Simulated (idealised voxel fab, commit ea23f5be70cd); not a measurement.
Module name: voxel capacitor over wiring (process module)
This is section cut - it's 245 nm across, gridded in 5 nm square cells.
We lay out every cross-section as a grid of square cells and spell it out in bands from the top down, where one band means one or more rows of cells.
What a band's entry tells you: where the top is and where the bottom is, as heights in nm, and after that what lies inside, material by material from left to right, each with its width in nm. Empty space is written as the word "blank", and a single material marked with the word "edge to edge" occupies the band from edge to edge.
Below 0: as-received wafer, all one material; heights counted from there. Lowest band: no bottom, goes on down, written "from 0 down".
Think of "30..40" as a width that walks from the first number to the second as you go down the band, top row to bottom row, taking equal-sized steps from row to row.
"no alteration" -> step changed no cross-section cell.
Closed-off voids of 8+ cells (no open route to the top) go in "Non-vented voids", written width x height at distance from the left edge, in nm.
Heads up: the bit after the settings on a step's line is the simulator's remark on that step.
overlay nm: right-of-plan distance of the mask on a masked step; negative values mean left-of-plan.
List of planned process steps
1. RECEIVE [material Si]
2. CONFORMAL_DEP [material SiO2] [thk nm 15]
3. DIRECTIONAL_DEP [material TiN] [thk nm 5]
4. DIRECTIONAL_DEP [material Ru] [thk nm 25]
5. PATTERN [tone cover] [mask id METAL_1] [material resist] [width nm 20] [pitch nm 75] [thk nm 20] [overlay nm 0]
6. DIRECTIONAL_ETCH [etch materials Ru] [depth nm 25]
7. DIRECTIONAL_ETCH [etch materials TiN] [depth nm 5]
8. STRIP [etch materials resist]
9. CONFORMAL_DEP [material SiCN] [thk nm 5]
10. FILL_DEP [material SiO2] [thk nm 5]
11. CMP [height nm 45]
12. CONFORMAL_DEP [material SiCN] [thk nm 5]
13. DIRECTIONAL_DEP [material lowk] [thk nm 20]
14. MASKED_ETCH [tone open] [mask id PLUG_1] [width nm 15] [etch materials lowk] [depth nm 20] [overlay nm 0]
15. MASKED_ETCH [tone open] [mask id PLUG_1] [width nm 15] [etch materials SiCN] [depth nm 5] [overlay nm 0]
16. CONFORMAL_DEP [material TiN] [thk nm 5]
17. FILL_DEP [material W] [thk nm 10]
18. CMP [height nm 70]
19. DIRECTIONAL_DEP [material TiN] [thk nm 5]
20. DIRECTIONAL_DEP [material SiN] [thk nm 5]
21. DIRECTIONAL_DEP [material TiN] [thk nm 10]
22. DIRECTIONAL_DEP [material aC] [thk nm 10]
23. PATTERN [tone cover] [mask id UPPER_PLATE] [material resist] [width nm 60] [thk nm 25] [overlay nm 0]
24. DIRECTIONAL_ETCH [etch materials aC] [depth nm 10]
25. STRIP [etch materials resist]
26. DIRECTIONAL_ETCH [etch materials TiN] [depth nm 10]
27. DIRECTIONAL_ETCH [etch materials SiN] [depth nm 5]
28. STRIP [etch materials aC]
29. PATTERN [tone cover] [mask id LOWER_PLATE] [material resist] [width nm 70] [thk nm 15] [overlay nm 0]
30. DIRECTIONAL_ETCH [etch materials TiN] [depth nm 5]
31. STRIP [etch materials resist]
32. FILL_DEP [material SiO2] [thk nm 20]
33. CMP [height nm 105]
34. PATTERN [tone open] [mask id PLUG_2] [material resist] [width nm 15] [thk nm 20] [overlay nm 0]
35. DIRECTIONAL_ETCH [etch materials SiO2] [depth nm 15]
36. STRIP [etch materials resist]
37. CONFORMAL_DEP [material TiN] [thk nm 5]
38. FILL_DEP [material Ru] [thk nm 10]
39. CMP [height nm 105]
40. CONFORMAL_DEP [material SiN] [thk nm 5]
The first of two wafers, run as planned
Cross-section of the wafer upon arrival, representing the state reached after step 1
* from 0 down | Si edge to edge
* Non-vented voids: none
Cross-section of the wafer subsequent to step 2
* from 15 to 0 | SiO2 edge to edge
* Everything below 0 is unchanged.
Cross-section of the wafer subsequent to step 3
* from 20 to 15 | TiN edge to edge
* Everything below 15 is unchanged.
Cross-section of the wafer subsequent to step 4
* from 45 to 20 | Ru edge to edge
* Everything below 20 is unchanged.
Cross-section of the wafer subsequent to step 5
* from 65 to 45 | 75 of blank, 20 of resist, 55 of blank, 20 of resist, 75 of blank
* Everything below 45 is unchanged.
Cross-section of the wafer subsequent to step 6
* from 65 to 45 | 75 of blank, 20 of resist, 55 of blank, 20 of resist, 75 of blank
* from 45 to 20 | 75 of blank, 20 of Ru, 55 of blank, 20 of Ru, 75 of blank
* Everything below 20 is unchanged.
Cross-section of the wafer subsequent to step 7
* from 65 to 45 | 75 of blank, 20 of resist, 55 of blank, 20 of resist, 75 of blank
* from 45 to 20 | 75 of blank, 20 of Ru, 55 of blank, 20 of Ru, 75 of blank
* from 20 to 15 | 75 of blank, 20 of TiN, 55 of blank, 20 of TiN, 75 of blank
* Everything below 15 is unchanged.
Cross-section of the wafer subsequent to step 8
* from 45 to 20 | 75 of blank, 20 of Ru, 55 of blank, 20 of Ru, 75 of blank
* Everything below 20 is unchanged.
Cross-section of the wafer subsequent to step 9
* from 50 to 45 | 70 of blank, 30 of SiCN, 45 of blank, 30 of SiCN, 70 of blank
* from 45 to 20 | 70 of blank, 5 of SiCN, 20 of Ru, 5 of SiCN, 45 of blank, 5 of SiCN, 20 of Ru, 5 of SiCN, 70 of blank
* from 20 to 15 | 75 of SiCN, 20 of TiN, 55 of SiCN, 20 of TiN, 75 of SiCN
* Everything below 15 is unchanged.
Cross-section of the wafer subsequent to step 10
* from 55 to 50 | SiO2 edge to edge
* from 50 to 45 | 70 of SiO2, 30 of SiCN, 45 of SiO2, 30 of SiCN, 70 of SiO2
* from 45 to 20 | 70 of SiO2, 5 of SiCN, 20 of Ru, 5 of SiCN, 45 of SiO2, 5 of SiCN, 20 of Ru, 5 of SiCN, 70 of SiO2
* Everything below 20 is unchanged.
Cross-section of the wafer subsequent to step 11
* from 45 to 20 | 70 of SiO2, 5 of SiCN, 20 of Ru, 5 of SiCN, 45 of SiO2, 5 of SiCN, 20 of Ru, 5 of SiCN, 70 of SiO2
* Everything below 20 is unchanged.
Cross-section of the wafer subsequent to step 12
* from 50 to 45 | SiCN edge to edge
* Everything below 45 is unchanged.
Cross-section of the wafer subsequent to step 13
* from 70 to 50 | lowk edge to edge
* Everything below 50 is unchanged.
Cross-section of the wafer subsequent to step 14
* from 70 to 50 | 80 of lowk, 15 of blank, 150 of lowk
* Everything below 50 is unchanged.
Cross-section of the wafer subsequent to step 15
* from 70 to 50 | 80 of lowk, 15 of blank, 150 of lowk
* from 50 to 45 | 80 of SiCN, 15 of blank, 150 of SiCN
* Everything below 45 is unchanged.
Cross-section of the wafer subsequent to step 16
* from 75 to 70 | 85 of TiN, 5 of blank, 155 of TiN
* from 70 to 50 | 80 of lowk, 5 of TiN, 5 of blank, 5 of TiN, 150 of lowk
* from 50 to 45 | 80 of SiCN, 15 of TiN, 150 of SiCN
* Everything below 45 is unchanged.
Cross-section of the wafer subsequent to step 17
* from 85 to 75 | W edge to edge
* from 75 to 70 | 85 of TiN, 5 of W, 155 of TiN
* from 70 to 50 | 80 of lowk, 5 of TiN, 5 of W, 5 of TiN, 150 of lowk
* Everything below 50 is unchanged.
Cross-section of the wafer subsequent to step 18
* from 70 to 50 | 80 of lowk, 5 of TiN, 5 of W, 5 of TiN, 150 of lowk
* Everything below 50 is unchanged.
Cross-section of the wafer subsequent to step 19
* from 75 to 70 | TiN edge to edge
* Everything below 70 is unchanged.
Cross-section of the wafer subsequent to step 20
* from 80 to 75 | SiN edge to edge
* Everything below 75 is unchanged.
Cross-section of the wafer subsequent to step 21
* from 90 to 80 | TiN edge to edge
* Everything below 80 is unchanged.
Cross-section of the wafer subsequent to step 22
* from 100 to 90 | aC edge to edge
* Everything below 90 is unchanged.
Cross-section of the wafer subsequent to step 23
* from 125 to 100 | 80 of blank, 60 of resist, 105 of blank
* Everything below 100 is unchanged.
Cross-section of the wafer subsequent to step 24
* from 115 to 100 | 80 of blank, 60 of resist, 105 of blank
* from 100 to 90 | 80 of blank, 60 of aC, 105 of blank
* Everything below 90 is unchanged.
Cross-section of the wafer subsequent to step 25
* from 100 to 90 | 80 of blank, 60 of aC, 105 of blank
* Everything below 90 is unchanged.
Cross-section of the wafer subsequent to step 26
* from 100 to 90 | 80 of blank, 60 of aC, 105 of blank
* from 90 to 80 | 80 of blank, 60 of TiN, 105 of blank
* Everything below 80 is unchanged.
Cross-section of the wafer subsequent to step 27
* from 100 to 90 | 80 of blank, 60 of aC, 105 of blank
* from 90 to 80 | 80 of blank, 60 of TiN, 105 of blank
* from 80 to 75 | 80 of blank, 60 of SiN, 105 of blank
* Everything below 75 is unchanged.
Cross-section of the wafer subsequent to step 28
* from 90 to 80 | 80 of blank, 60 of TiN, 105 of blank
* Everything below 80 is unchanged.
Cross-section of the wafer subsequent to step 29
* from 105 to 90 | 75 of blank, 70 of resist, 100 of blank
* from 90 to 80 | 75 of blank, 5 of resist, 60 of TiN, 5 of resist, 100 of blank
* from 80 to 75 | 75 of blank, 5 of resist, 60 of SiN, 5 of resist, 100 of blank
* Everything below 75 is unchanged.
Cross-section of the wafer subsequent to step 30
* from 105 to 90 | 75 of blank, 70 of resist, 100 of blank
* from 90 to 80 | 75 of blank, 5 of resist, 60 of TiN, 5 of resist, 100 of blank
* from 80 to 75 | 75 of blank, 5 of resist, 60 of SiN, 5 of resist, 100 of blank
* from 75 to 70 | 75 of blank, 70 of TiN, 100 of blank
* Everything below 70 is unchanged.
Cross-section of the wafer subsequent to step 31
* from 90 to 80 | 80 of blank, 60 of TiN, 105 of blank
* from 80 to 75 | 80 of blank, 60 of SiN, 105 of blank
* Everything below 75 is unchanged.
Cross-section of the wafer subsequent to step 32
* from 110 to 90 | SiO2 edge to edge
* from 90 to 80 | 80 of SiO2, 60 of TiN, 105 of SiO2
* from 80 to 75 | 80 of SiO2, 60 of SiN, 105 of SiO2
* from 75 to 70 | 75 of SiO2, 70 of TiN, 100 of SiO2
* Everything below 70 is unchanged.
Cross-section of the wafer subsequent to step 33
* from 105 to 90 | SiO2 edge to edge
* Everything below 90 is unchanged.
Cross-section of the wafer subsequent to step 34
* from 125 to 105 | 90 of resist, 15 of blank, 140 of resist
* Everything below 105 is unchanged.
Cross-section of the wafer subsequent to step 35
* from 125 to 105 | 90 of resist, 15 of blank, 140 of resist
* from 105 to 90 | 90 of SiO2, 15 of blank, 140 of SiO2
* Everything below 90 is unchanged.
Cross-section of the wafer subsequent to step 36
* from 105 to 90 | 90 of SiO2, 15 of blank, 140 of SiO2
* Everything below 90 is unchanged.
Cross-section of the wafer subsequent to step 37
* from 110 to 105 | 95 of TiN, 5 of blank, 145 of TiN
* from 105 to 95 | 90 of SiO2, 5 of TiN, 5 of blank, 5 of TiN, 140 of SiO2
* from 95 to 90 | 90 of SiO2, 15 of TiN, 140 of SiO2
* Everything below 90 is unchanged.
Cross-section of the wafer subsequent to step 38
* from 120 to 110 | Ru edge to edge
* from 110 to 105 | 95 of TiN, 5 of Ru, 145 of TiN
* from 105 to 95 | 90 of SiO2, 5 of TiN, 5 of Ru, 5 of TiN, 140 of SiO2
* Everything below 95 is unchanged.
Cross-section of the wafer subsequent to step 39
* from 105 to 95 | 90 of SiO2, 5 of TiN, 5 of Ru, 5 of TiN, 140 of SiO2
* Everything below 95 is unchanged.
Cross-section of the wafer subsequent to step 40
* from 110 to 105 | SiN edge to edge
* Everything below 105 is unchanged.
Second wafer - shared start and plan with the first - one error in running - same as the first up to step 22 inclusive
Second wafer, cross-section, planned end of step 23
* from 125 to 100 | 85 of blank, 60 of resist, 100 of blank
* Everything below 100 is unchanged.
Second wafer, cross-section, planned end of step 24
* from 115 to 100 | 85 of blank, 60 of resist, 100 of blank
* from 100 to 90 | 85 of blank, 60 of aC, 100 of blank
* Everything below 90 is unchanged.
Second wafer, cross-section, planned end of step 25
* from 100 to 90 | 85 of blank, 60 of aC, 100 of blank
* Everything below 90 is unchanged.
Second wafer, cross-section, planned end of step 26
* from 100 to 90 | 85 of blank, 60 of aC, 100 of blank
* from 90 to 80 | 85 of blank, 60 of TiN, 100 of blank
* Everything below 80 is unchanged.
Second wafer, cross-section, planned end of step 27
* from 100 to 90 | 85 of blank, 60 of aC, 100 of blank
* from 90 to 80 | 85 of blank, 60 of TiN, 100 of blank
* from 80 to 75 | 85 of blank, 60 of SiN, 100 of blank
* Everything below 75 is unchanged.
Second wafer, cross-section, planned end of step 28
* from 90 to 80 | 85 of blank, 60 of TiN, 100 of blank
* Everything below 80 is unchanged.
Second wafer, cross-section, planned end of step 29
* from 105 to 90 | 75 of blank, 70 of resist, 100 of blank
* from 90 to 80 | 75 of blank, 10 of resist, 60 of TiN, 100 of blank
* from 80 to 75 | 75 of blank, 10 of resist, 60 of SiN, 100 of blank
* Everything below 75 is unchanged.
Second wafer, cross-section, planned end of step 30
* from 105 to 90 | 75 of blank, 70 of resist, 100 of blank
* from 90 to 80 | 75 of blank, 10 of resist, 60 of TiN, 100 of blank
* from 80 to 75 | 75 of blank, 10 of resist, 60 of SiN, 100 of blank
* from 75 to 70 | 75 of blank, 70 of TiN, 100 of blank
* Everything below 70 is unchanged.
Second wafer, cross-section, planned end of step 31
* from 90 to 80 | 85 of blank, 60 of TiN, 100 of blank
* from 80 to 75 | 85 of blank, 60 of SiN, 100 of blank
* Everything below 75 is unchanged.
Second wafer, cross-section, planned end of step 32
* from 110 to 90 | SiO2 edge to edge
* from 90 to 80 | 85 of SiO2, 60 of TiN, 100 of SiO2
* from 80 to 75 | 85 of SiO2, 60 of SiN, 100 of SiO2
* from 75 to 70 | 75 of SiO2, 70 of TiN, 100 of SiO2
* Everything below 70 is unchanged.
Second wafer, cross-section, planned end of step 33
* from 105 to 90 | SiO2 edge to edge
* Everything below 90 is unchanged.
Second wafer, cross-section, planned end of step 34
* from 125 to 105 | 90 of resist, 15 of blank, 140 of resist
* Everything below 105 is unchanged.
Second wafer, cross-section, planned end of step 35
* from 125 to 105 | 90 of resist, 15 of blank, 140 of resist
* from 105 to 90 | 90 of SiO2, 15 of blank, 140 of SiO2
* Everything below 90 is unchanged.
Second wafer, cross-section, planned end of step 36
* from 105 to 90 | 90 of SiO2, 15 of blank, 140 of SiO2
* Everything below 90 is unchanged.
Second wafer, cross-section, planned end of step 37
* from 110 to 105 | 95 of TiN, 5 of blank, 145 of TiN
* from 105 to 95 | 90 of SiO2, 5 of TiN, 5 of blank, 5 of TiN, 140 of SiO2
* from 95 to 90 | 90 of SiO2, 15 of TiN, 140 of SiO2
* Everything below 90 is unchanged.
Second wafer, cross-section, planned end of step 38
* from 120 to 110 | Ru edge to edge
* from 110 to 105 | 95 of TiN, 5 of Ru, 145 of TiN
* from 105 to 95 | 90 of SiO2, 5 of TiN, 5 of Ru, 5 of TiN, 140 of SiO2
* Everything below 95 is unchanged.
Second wafer, cross-section, planned end of step 39
* from 105 to 95 | 90 of SiO2, 5 of TiN, 5 of Ru, 5 of TiN, 140 of SiO2
* Everything below 95 is unchanged.
Second wafer, cross-section, planned end of step 40
* from 110 to 105 | SiN edge to edge
* Everything below 105 is unchanged.
Short version of what went wrong: step 23 ran with different settings than intended, the actual operation and settings being PATTERN [tone cover] [mask id UPPER_PLATE] [material resist] [width nm 60] [thk nm 25] [overlay nm 5]
The two final wafers agree on how many cells each material fills and disagree on which cells those are.
